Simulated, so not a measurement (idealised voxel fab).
Process module under the name voxel local oxidation
FYI the section here is cut, 295 nm wide, cells are 5 nm squares.
Cross-sections here: square-cell grids, written as top-down lists of bands, a band being one or more rows of cells.
Band: top and bottom heights (nm) first, top before bottom; then materials from left to right, widths in nm. "everywhere" marks a sole material filling the band edge to edge. "empty" denotes empty space.
Height datum 0, below which the as-received substrate wafer is one material. Lowest band open at the bottom, running downward: "0 -> down".
A width such as "30 to 40" changes by the same amount from each row of cells to the next, from the band's top row to its bottom row.
The designation "changes: none", where it is given for a processing step, indicates that no cell of the cross-section was altered in the course of that step.
"Closed voids list" lists enclosed empty spaces (at least 8 cells, no open path upward to the top), each as width x height at distance from the left edge, in nm.
Where a step's line continues beyond its settings, the continuation is a remark by the simulator itself on that step.
"overlay nm" denotes, for a step that has a mask, the displacement of the mask to the right of its planned place, with negative values corresponding to the left.

These are the steps we planned for the process
1) op RECEIVE | material Si
2) op CONFORMAL_DEP | material SiO2 | thk nm 5
3) op CONFORMAL_DEP | material SiN | thk nm 15
4) op PATTERN | tone cover | mask id ACTIVE | material resist | width nm 120 | thk nm 15 | overlay nm 0
5) op DIRECTIONAL_ETCH | etch materials SiN | depth nm 15
6) op STRIP | etch materials resist
7) op SELECTIVE_ETCH | etch materials SiO2 | depth nm 5
8) op OXIDIZE | depth nm 10
9) op STRIP | etch materials SiN

first wafer, as planned

Wafer at receipt (post step 1), cross-section
  0 -> down = Si everywhere
  Closed voids list: none

The following cross-section depicts the wafer upon completion of step 2
  5 -> 0 = SiO2 everywhere
  Heights below 0 show no change.

The following cross-section depicts the wafer upon completion of step 3
  20 -> 5 = SiN everywhere
  Heights below 5 show no change.

The following cross-section depicts the wafer upon completion of step 4
  35 -> 20 = empty 85, resist 120, empty 90
  Heights below 20 show no change.

The following cross-section depicts the wafer upon completion of step 5
  35 -> 20 = empty 85, resist 120, empty 90
  20 -> 5 = empty 85, SiN 120, empty 90
  Heights below 5 show no change.

The following cross-section depicts the wafer upon completion of step 6
  20 -> 5 = empty 85, SiN 120, empty 90
  Heights below 5 show no change.

The following cross-section depicts the wafer upon completion of step 7
  20 -> 5 = empty 85, SiN 120, empty 90
  5 -> 0 = empty 90, SiO2 110, empty 95
  Heights below 0 show no change.

The following cross-section depicts the wafer upon completion of step 8
  20 -> 5 = empty 85, SiN 120, empty 90
  5 -> 0 = empty 90, SiO2 110, empty 95
  0 -> -10 = SiO2 100, Si 90, SiO2 105
  Heights below -10 show no change.

The following cross-section depicts the wafer upon completion of step 9
  5 -> 0 = empty 90, SiO2 110, empty 95
  Heights below 0 show no change.

Okay, second wafer. Nothing different at the start, nothing different in the plan, just one mistake somewhere in the running. As far as step 3, counting that step, it's the first wafer all over again

Cross-sectional representation of the second wafer at the time designated in the plan for the completion of step 4
  35 -> 20 = empty 80, resist 120, empty 95
  Heights below 20 show no change.

Cross-sectional representation of the second wafer at the time designated in the plan for the completion of step 5
  35 -> 20 = empty 80, resist 120, empty 95
  20 -> 5 = empty 80, SiN 120, empty 95
  Heights below 5 show no change.

Cross-sectional representation of the second wafer at the time designated in the plan for the completion of step 6
  20 -> 5 = empty 80, SiN 120, empty 95
  Heights below 5 show no change.

Cross-sectional representation of the second wafer at the time designated in the plan for the completion of step 7
  20 -> 5 = empty 80, SiN 120, empty 95
  5 -> 0 = empty 85, SiO2 110, empty 100
  Heights below 0 show no change.

Cross-sectional representation of the second wafer at the time designated in the plan for the completion of step 8
  20 -> 5 = empty 80, SiN 120, empty 95
  5 -> 0 = empty 85, SiO2 110, empty 100
  0 -> -10 = SiO2 95, Si 90, SiO2 110
  Heights below -10 show no change.

Cross-sectional representation of the second wafer at the time designated in the plan for the completion of step 9
  5 -> 0 = empty 85, SiO2 110, empty 100
  Heights below 0 show no change.
So what did we get wrong on this run? step 4 was run on a setting that differed from the plan, and what really ran there is op PATTERN | tone cover | mask id ACTIVE | material resist | width nm 120 | thk nm 15 | overlay nm -5
Cell counts per material: same on both final wafers. Positions: different.
